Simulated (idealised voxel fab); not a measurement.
process module | voxel wiring stack
cross-section cut | 270 nm wide | cells 5 nm
A cross-section is a grid of square cells, given in bands from the top down. A band is one or more rows of cells.
Each band's line starts with the height of the band's top and of its bottom, in nm. Then come its materials from left to right, each with its width in nm. One material with "throughout" fills the band from edge to edge. "air" is empty space.
Height 0 is the level under which the wafer as received is all one material. The lowest band goes on downwards, as in "0 down".
A width such as "30 to 40" changes by the same amount from each row of cells to the next, from the band's top row to its bottom row.
"no change" after a step means that no cell of the cross-section changed.
closed voids: empty space of 8 cells or more with no open way to the top, each as width x height at its distance from the left edge, in nm
after a step's settings: what the simulator itself notes on the step
overlay nm, on a step with a mask: how far to the right of its planned place the mask lay; to the left if negative
plan
1 op RECEIVE | material Si
2 op CONFORMAL_DEP | material SiO2 | thk nm 10
3 op DIRECTIONAL_DEP | material TiN | thk nm 5
4 op DIRECTIONAL_DEP | material W | thk nm 15
5 op MASKED_ETCH | tone cover | mask id METAL_1 | width nm 25 | pitch nm 40 | etch materials W | depth nm 15 | overlay nm 0
6 op MASKED_ETCH | tone cover | mask id METAL_1 | width nm 25 | pitch nm 40 | etch materials TiN | depth nm 5 | overlay nm 0
7 op FILL_DEP | material lowk | thk nm 10
8 op CMP | height nm 30
9 op CONFORMAL_DEP | material SiCN | thk nm 5
10 op DIRECTIONAL_DEP | material SiO2 | thk nm 10
11 op DIRECTIONAL_DEP | material aC | thk nm 15
12 op PATTERN | tone open | mask id PLUG_1 | material resist | width nm 15 | pitch nm 40 | thk nm 30 | overlay nm 0
13 op DIRECTIONAL_ETCH | etch materials aC | depth nm 15
14 op STRIP | etch materials resist
15 op DIRECTIONAL_ETCH | etch materials SiO2 | depth nm 10
16 op DIRECTIONAL_ETCH | etch materials SiCN | depth nm 5
17 op STRIP | etch materials aC
18 op CONFORMAL_DEP | material TiN | thk nm 5
19 op FILL_DEP | material W | thk nm 5
20 op CMP | height nm 45
21 op CONFORMAL_DEP | material SiCN | thk nm 5
22 op DIRECTIONAL_DEP | material SiO2 | thk nm 15
23 op MASKED_ETCH | tone open | mask id METAL_2 | width nm 25 | pitch nm 40 | etch materials SiO2 | depth nm 15 | overlay nm 0
24 op MASKED_ETCH | tone open | mask id METAL_2 | width nm 25 | pitch nm 40 | etch materials SiCN | depth nm 5 | overlay nm 0
25 op CONFORMAL_DEP | material TiN | thk nm 5
26 op FILL_DEP | material Cu | thk nm 5
27 op CMP | height nm 65
28 op CONFORMAL_DEP | material SiCN | thk nm 5
29 op DIRECTIONAL_DEP | material lowk | thk nm 35
30 op DIRECTIONAL_DEP | material aC | thk nm 15
31 op PATTERN | tone open | mask id METAL_3_HOLES | material resist | width nm 15 | pitch nm 40 | thk nm 30 | overlay nm 0
32 op DIRECTIONAL_ETCH | etch materials aC | depth nm 15
33 op STRIP | etch materials resist
34 op DIRECTIONAL_ETCH | etch materials lowk | depth nm 35
35 op STRIP | etch materials aC
36 op DIRECTIONAL_DEP | material aC | thk nm 15
37 op PATTERN | tone open | mask id METAL_3 | material resist | width nm 25 | pitch nm 40 | thk nm 35 | overlay nm 0
38 op DIRECTIONAL_ETCH | etch materials aC | depth nm 15
39 op STRIP | etch materials resist
40 op DIRECTIONAL_ETCH | etch materials lowk | depth nm 20
41 op DIRECTIONAL_ETCH | etch materials SiCN | depth nm 5
42 op STRIP | etch materials aC
43 op CONFORMAL_DEP | material TiN | thk nm 5
44 op FILL_DEP | material Ru | thk nm 5
45 op CMP | height nm 105
46 op CONFORMAL_DEP | material SiCN | thk nm 5
47 op DIRECTIONAL_DEP | material SiO2 | thk nm 25
48 op PATTERN | tone open | mask id METAL_4 | material resist | width nm 25 | pitch nm 40 | thk nm 15 | overlay nm 0
49 op DIRECTIONAL_ETCH | etch materials SiO2 | depth nm 15
50 op STRIP | etch materials resist
51 op DIRECTIONAL_DEP | material aC | thk nm 15
52 op PATTERN | tone open | mask id METAL_4_HOLES | material resist | width nm 15 | pitch nm 80 | thk nm 35 | overlay nm 0
53 op DIRECTIONAL_ETCH | etch materials aC | depth nm 15
54 op STRIP | etch materials resist
55 op DIRECTIONAL_ETCH | etch materials SiO2 | depth nm 10
56 op DIRECTIONAL_ETCH | etch materials SiCN | depth nm 5
57 op STRIP | etch materials aC
58 op CONFORMAL_DEP | material TiN | thk nm 5
59 op FILL_DEP | material Ru | thk nm 5
60 op CMP | height nm 135
61 op CONFORMAL_DEP | material SiN | thk nm 5
varied across the wafers: width nm of step 31. The plan shows the first wafer's value. All wafers start alike
first wafer as received, after step 1
  0 down: Si throughout
  closed voids: none
each wafer at the end: cells of each material gained (+) or lost (-) since it was received, then its closed voids
width nm 15 | +27 Cu | +63 Ru | +177 SiCN | +54 SiN | +528 SiO2 | +165 TiN | +51 W | +447 lowk | closed voids: none
width nm 20 | +27 Cu | +75 Ru | +174 SiCN | +54 SiN | +528 SiO2 | +165 TiN | +51 W | +438 lowk | closed voids: none
width nm 25 | +27 Cu | +93 Ru | +174 SiCN | +54 SiN | +528 SiO2 | +168 TiN | +51 W | +417 lowk | closed voids: none
